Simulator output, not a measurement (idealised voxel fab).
process module | voxel lift off
cross-section cut | 140 nm wide | cells 5 nm
A cross-section is a grid of square cells, given in bands from the top down. A band is one or more rows of cells.
Each band's line starts with the height of the band's top and of its bottom, in nm. Then come its materials from left to right, each with its width in nm. One material with "throughout" fills the band from edge to edge. "air" is empty space.
Height 0 is the level under which the wafer as received is all one material. The lowest band goes on downwards, as in "0 down".
A width such as "30 to 40" changes by the same amount from each row of cells to the next, from the band's top row to its bottom row.
"no change" after a step means that no cell of the cross-section changed.
closed voids: empty space of 8 cells or more with no open way to the top, each as width x height at its distance from the left edge, in nm
after a step's settings: what the simulator itself notes on the step
overlay nm, on a step with a mask: how far to the right of its planned place the mask lay; to the left if negative
plan
1 op RECEIVE | material Si
2 op CONFORMAL_DEP | material Al2O3 | thk nm 10
3 op PATTERN | tone open | mask id LINES | material resist | width nm 25 | pitch nm 40 | thk nm 20 | overlay nm 0
4 op DIRECTIONAL_DEP | material Ru | thk nm 10
5 op STRIP | etch materials resist
6 op CONFORMAL_DEP | material SiO2 | thk nm 10
as received, after step 1
  0 down: Si throughout
  closed voids: none
a wafer at the end: this start, this plan, one mistake
  20 to 10: SiO2 throughout
  10 to 0: Al2O3 throughout
  0 down: Si throughout
  closed voids: none
what went wrong: step 4 was left out
